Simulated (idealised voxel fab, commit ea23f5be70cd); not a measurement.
You're looking at the process module voxel self aligned vias.
Cross-section cut: width 215 nm, square cells of 5 nm.
Format of a cross-section: grid, square cells. Given as bands. Order: top down. Band: one or more rows of cells. A band entry consists of two parts. The first gives the height of the band's top and the height of its bottom, in nm. The rest lists the band's materials from left to right, each with its width in nm. A single material labelled with the word "full width" fills the band from edge to edge, and the word "blank" marks empty space. The level at which height equals 0 is the one under which the wafer, as it arrives, is entirely one material. No lower edge exists for the bottom band, which continues downward and is notated as in "top 0, no bottom". You'd read "30 to 40" like this: the band's top row of cells is as wide as the first number, its bottom row is as wide as the second, and going down, every row changes width by the same amount as the row before did. Step marked "nothing got changed"? Then no cell in the cross-section changed in it. In "Voids, fully enclosed" the enclosed voids are listed, meaning empty spaces of 8 cells or larger without any opening to the top. The form is width x height at distance, distance from the left edge, units nm. Anything after a step's settings on that line? It's the simulator's own note about the step. Each step line may optionally specify "overlay nm", which for a step with a mask gives the rightward distance between the mask's planned place and where it lay, a negative value indicating the leftward direction.

[List of planned process steps]
1. RECEIVE,material Si
2. CONFORMAL_DEP,material SiO2,thk nm 10
3. CONFORMAL_DEP,material SiCN,thk nm 5
4. DIRECTIONAL_DEP,material SiO2,thk nm 20
5. MASKED_ETCH,tone open,mask id LINES,width nm 20,pitch nm 45,etch materials SiO2,depth nm 20,overlay nm 0
6. CONFORMAL_DEP,material TiN,thk nm 5
7. FILL_DEP,material Ru,thk nm 10
8. CMP,height nm 35
9. SELECTIVE_ETCH,etch materials W Ru TiN,depth nm 5
10. FILL_DEP,material SiN,thk nm 5
11. CMP,height nm 35
12. DIRECTIONAL_DEP,material SiO2,thk nm 15
13. DIRECTIONAL_DEP,material aC,thk nm 15
14. PATTERN,tone open,mask id VIAS,material resist,width nm 30,thk nm 35,overlay nm 0
15. DIRECTIONAL_ETCH,etch materials aC,depth nm 15
16. STRIP,etch materials resist
17. DIRECTIONAL_ETCH,etch materials SiO2,depth nm 15
18. DIRECTIONAL_ETCH,etch materials SiN,depth nm 5
19. STRIP,etch materials aC
20. CONFORMAL_DEP,material TiN,thk nm 5
21. FILL_DEP,material W,thk nm 10
22. CMP,height nm 50
23. CONFORMAL_DEP,material SiN,thk nm 5

[Here's what the wafer looked like in cross-section when it arrived - that's after step 1]
top 0, no bottom  Si full width
Voids, fully enclosed: none

[The first of the two wafers as seen in cross-section once the module was finished; processing followed the plan]
top 55, bottom 50  SiN full width
top 50, bottom 40  SiO2 70 nm / TiN 5 nm / W 20 nm / TiN 5 nm / SiO2 115 nm
top 40, bottom 35  SiO2 70 nm / TiN 10 nm / W 10 nm / TiN 10 nm / SiO2 115 nm
top 35, bottom 30  SiO2 75 nm / TiN 20 nm / SiO2 25 nm / SiN 20 nm / SiO2 75 nm
top 30, bottom 20  SiO2 75 nm / TiN 5 nm / Ru 10 nm / TiN 5 nm / SiO2 25 nm / TiN 5 nm / Ru 10 nm / TiN 5 nm / SiO2 75 nm
top 20, bottom 15  SiO2 75 nm / TiN 20 nm / SiO2 25 nm / TiN 20 nm / SiO2 75 nm
top 15, bottom 10  SiCN full width
top 10, bottom 0  SiO2 full width
top 0, no bottom  Si full width
Voids, fully enclosed: none

[Second of two wafers, module complete, sectioned: it shares the first wafer's start and plan but was run with one mistake]
top 55, bottom 50  SiN full width
top 50, bottom 40  SiO2 70 nm / TiN 5 nm / W 20 nm / TiN 5 nm / SiO2 115 nm
top 40, bottom 35  SiO2 70 nm / TiN 10 nm / W 10 nm / TiN 10 nm / SiO2 115 nm
top 35, bottom 30  SiO2 75 nm / TiN 20 nm / SiO2 25 nm / SiN 20 nm / SiO2 75 nm
top 30, bottom 20  SiO2 75 nm / TiN 5 nm / SiN 10 nm / TiN 5 nm / SiO2 25 nm / TiN 5 nm / SiN 10 nm / TiN 5 nm / SiO2 75 nm
top 20, bottom 15  SiO2 75 nm / TiN 20 nm / SiO2 25 nm / TiN 20 nm / SiO2 75 nm
top 15, bottom 10  SiCN full width
top 10, bottom 0  SiO2 full width
top 0, no bottom  Si full width
Voids, fully enclosed: none
The mistake made against the process plan was this: step 7 was processed under conditions differing from the plan, specifically as FILL_DEP,material SiN,thk nm 10
End check, counted in cells, second wafer has more or fewer of these materials than the first: 8 fewer of Ru, 8 more of SiN
